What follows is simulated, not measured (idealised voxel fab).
This is a process module. Its name is voxel local oxidation.
Xsec cut, 165 nm wide, square cell size 5 nm.
When this document writes out a cross-section, it uses a grid of square cells and lists it as bands, beginning at the top and moving down, with a band standing for one or more rows of cells.
Look at the band entry: it leads with the top's height and the bottom's height in nm. Then it lists the materials left to right, with a width in nm for each. The word "full width" on a single material says that material fills the band edge to edge. The word "blank" is empty space.
Beneath 0, the wafer as received is one material, and that level is where height counting begins. The lowest band goes on downward without a bottom; it is written like "0 down".
So if you see something like "30..40" for the width, read it as the top row of the band sitting at the first number and the bottom row at the second, with every row in between moving by the same amount as the last.
Step marked "everything unchanged"? Then no cell in the cross-section changed in it.
The list in "Enclosed internal voids" covers empty spaces of 8 cells or more that cannot reach the top through any open way, and it gives each as width x height at distance; the distance is from the left edge, and width, height and distance are in nm.
after a step's settings: what the simulator itself notes on the step
"overlay nm" denotes, for a step that has a mask, the displacement of the mask to the right of its planned place, with negative values corresponding to the left.
**Process steps foreseen in the plan**
1. RECEIVE,material Si
2. OXIDIZE,depth nm 5
3. CONFORMAL_DEP,material SiN,thk nm 15
4. PATTERN,tone cover,mask id ACTIVE,material resist,width nm 105,thk nm 15,overlay nm 0
5. DIRECTIONAL_ETCH,etch materials SiN,depth nm 15
6. STRIP,etch materials resist
7. SELECTIVE_ETCH,etch materials SiO2,depth nm 5
8. OXIDIZE,depth nm 15
9. STRIP,etch materials SiN
**The following pertains to the first of two wafers, which was processed as planned**
**Cross-section of the wafer upon arrival, representing the state reached after step 1**
* 0 down = Si full width
* Enclosed internal voids: none
**Presented here is a cross-section of the wafer after step 2 has been performed**
* 0 to -5 = SiO2 full width
* Everything below -5 is unchanged.
**Presented here is a cross-section of the wafer after step 3 has been performed**
* 15 to 0 = SiN full width
* Everything below 0 is unchanged.
**Presented here is a cross-section of the wafer after step 4 has been performed**
* 30 to 15 = blank=30, then resist=105, then blank=30
* Everything below 15 is unchanged.
**Presented here is a cross-section of the wafer after step 5 has been performed**
* 30 to 15 = blank=30, then resist=105, then blank=30
* 15 to 0 = blank=30, then SiN=105, then blank=30
* Everything below 0 is unchanged.
**Presented here is a cross-section of the wafer after step 6 has been performed**
* 15 to 0 = blank=30, then SiN=105, then blank=30
* Everything below 0 is unchanged.
**Presented here is a cross-section of the wafer after step 7 has been performed**
* 15 to 0 = blank=30, then SiN=105, then blank=30
* 0 to -5 = blank=35, then SiO2=95, then blank=35
* Everything below -5 is unchanged.
**Presented here is a cross-section of the wafer after step 8 has been performed**
* 15 to 0 = blank=30, then SiN=105, then blank=30
* 0 to -5 = blank=35, then SiO2=95, then blank=35
* -5 to -20 = SiO2=50, then Si=65, then SiO2=50
* Everything below -20 is unchanged.
**Presented here is a cross-section of the wafer after step 9 has been performed**
* 0 to -5 = blank=35, then SiO2=95, then blank=35
* Everything below -5 is unchanged.
**The remaining wafer, second of the two, started like the first and was run to the same plan, except that one mistake was made along the way; the two coincide through step 3, inclusive**
**Second wafer, cut view, end of step 4 per plan**
* 30 to 15 = blank=25, then resist=105, then blank=35
* Everything below 15 is unchanged.
**Second wafer, cut view, end of step 5 per plan**
* 30 to 15 = blank=25, then resist=105, then blank=35
* 15 to 0 = blank=25, then SiN=105, then blank=35
* Everything below 0 is unchanged.
**Second wafer, cut view, end of step 6 per plan**
* 15 to 0 = blank=25, then SiN=105, then blank=35
* Everything below 0 is unchanged.
**Second wafer, cut view, end of step 7 per plan**
* 15 to 0 = blank=25, then SiN=105, then blank=35
* 0 to -5 = blank=30, then SiO2=95, then blank=40
* Everything below -5 is unchanged.
**Second wafer, cut view, end of step 8 per plan**
* 15 to 0 = blank=25, then SiN=105, then blank=35
* 0 to -5 = blank=30, then SiO2=95, then blank=40
* -5 to -20 = SiO2=45, then Si=65, then SiO2=55
* Everything below -20 is unchanged.
**Second wafer, cut view, end of step 9 per plan**
* 0 to -5 = blank=30, then SiO2=95, then blank=40
* Everything below -5 is unchanged.
Heads up, the wafer didn't run the way we planned it: step 4: run off-plan, actual operation and settings PATTERN,tone cover,mask id ACTIVE,material resist,width nm 105,thk nm 15,overlay nm -5
Cell counts per material: same on both final wafers. Positions: different.
